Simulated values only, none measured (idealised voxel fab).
The process module presented herein is designated voxel self aligned vias.
We display cut, a cross-section 285 nm in width whose square cells are each 5 nm.
Cross-section = grid of square cells, listed top down in bands; band = one or more rows.
What a band's entry tells you: where the top is and where the bottom is, as heights in nm, and after that what lies inside, material by material from left to right, each with its width in nm. Empty space is written as the word "air", and a single material marked with the word "everywhere" occupies the band from edge to edge.
Counting heights begins at 0, where everything beneath is, in the wafer as received, one material. The lowest band has no bottom; it goes on downwards, as "0 and below" shows.
A width given as "30 to 40" starts at the first number in the band's top row and ends at the second number in its bottom row, shifting by an equal amount at every step from row to row.
Step note "nothing altered" = no cross-section cell changed.
Look at "Fully enclosed voids" for the closed voids: empty spaces with no open path to the top, sized 8 cells or up. Each is width x height at distance, distance from the left edge, all nm.
Note: text after step settings on the step line = simulator remark on that step.
overlay nm: how far to the right of its planned place the mask lay on this masked step (negative: to the left).

Here's what the planned process steps look like:
1. RECEIVE, material Si
2. CONFORMAL_DEP, material SiO2, thk nm 10
3. CONFORMAL_DEP, material SiCN, thk nm 5
4. DIRECTIONAL_DEP, material SiO2, thk nm 25
5. DIRECTIONAL_DEP, material aC, thk nm 10
6. PATTERN, tone open, mask id LINES, material resist, width nm 30, pitch nm 75, thk nm 30, overlay nm 0
7. DIRECTIONAL_ETCH, etch materials aC, depth nm 10
8. STRIP, etch materials resist
9. DIRECTIONAL_ETCH, etch materials SiO2, depth nm 25
10. STRIP, etch materials aC
11. CONFORMAL_DEP, material TiN, thk nm 5
12. FILL_DEP, material Ru, thk nm 10
13. CMP, height nm 40
14. SELECTIVE_ETCH, etch materials W Ru TiN, depth nm 10
15. FILL_DEP, material SiN, thk nm 10
16. CMP, height nm 40
17. DIRECTIONAL_DEP, material SiO2, thk nm 15
18. PATTERN, tone open, mask id VIAS, material resist, width nm 50, thk nm 15, overlay nm 0
19. DIRECTIONAL_ETCH, etch materials SiO2, depth nm 15
20. DIRECTIONAL_ETCH, etch materials SiN, depth nm 10
21. STRIP, etch materials resist
22. CONFORMAL_DEP, material TiN, thk nm 5
23. FILL_DEP, material Ru, thk nm 10
24. CMP, height nm 55
25. CONFORMAL_DEP, material SiCN, thk nm 5

Cross-section of the wafer at receipt, which is the condition after step 1:
  0 and below = Si everywhere
  Fully enclosed voids: none

first wafer at the end, as planned:
  60 down to 55 = SiCN everywhere
  55 down to 45 = 80 of SiO2, 5 of TiN, 40 of Ru, 5 of TiN, 155 of SiO2
  45 down to 40 = 80 of SiO2, 15 of TiN, 20 of Ru, 15 of TiN, 155 of SiO2
  40 down to 35 = 90 of SiO2, 5 of TiN, 20 of Ru, 5 of TiN, 45 of SiO2, 30 of SiN, 90 of SiO2
  35 down to 30 = 90 of SiO2, 30 of TiN, 45 of SiO2, 30 of SiN, 90 of SiO2
  30 down to 20 = 90 of SiO2, 5 of TiN, 20 of Ru, 5 of TiN, 45 of SiO2, 5 of TiN, 20 of Ru, 5 of TiN, 90 of SiO2
  20 down to 15 = 90 of SiO2, 30 of TiN, 45 of SiO2, 30 of TiN, 90 of SiO2
  15 down to 10 = SiCN everywhere
  10 down to 0 = SiO2 everywhere
  0 and below = Si everywhere
  Fully enclosed voids: none

Second of two wafers, module complete, sectioned: it shares the first wafer's start and plan but was run with one mistake:
  50 down to 45 = SiCN everywhere
  45 down to 40 = 80 of SiO2, 15 of TiN, 20 of Ru, 15 of TiN, 155 of SiO2
  40 down to 35 = 90 of SiO2, 5 of TiN, 20 of Ru, 5 of TiN, 45 of SiO2, 30 of SiN, 90 of SiO2
  35 down to 30 = 90 of SiO2, 30 of TiN, 45 of SiO2, 30 of SiN, 90 of SiO2
  30 down to 20 = 90 of SiO2, 5 of TiN, 20 of Ru, 5 of TiN, 45 of SiO2, 5 of TiN, 20 of Ru, 5 of TiN, 90 of SiO2
  20 down to 15 = 90 of SiO2, 30 of TiN, 45 of SiO2, 30 of TiN, 90 of SiO2
  15 down to 10 = SiCN everywhere
  10 down to 0 = SiO2 everywhere
  0 and below = Si everywhere
  Fully enclosed voids: none
Here's what went sideways: step 24 ran differently from the plan; actual operation with settings: CMP, height nm 45
at the end the second wafer has, in cells: Ru: 16 fewer, SiO2: 94 fewer, TiN: 4 fewer
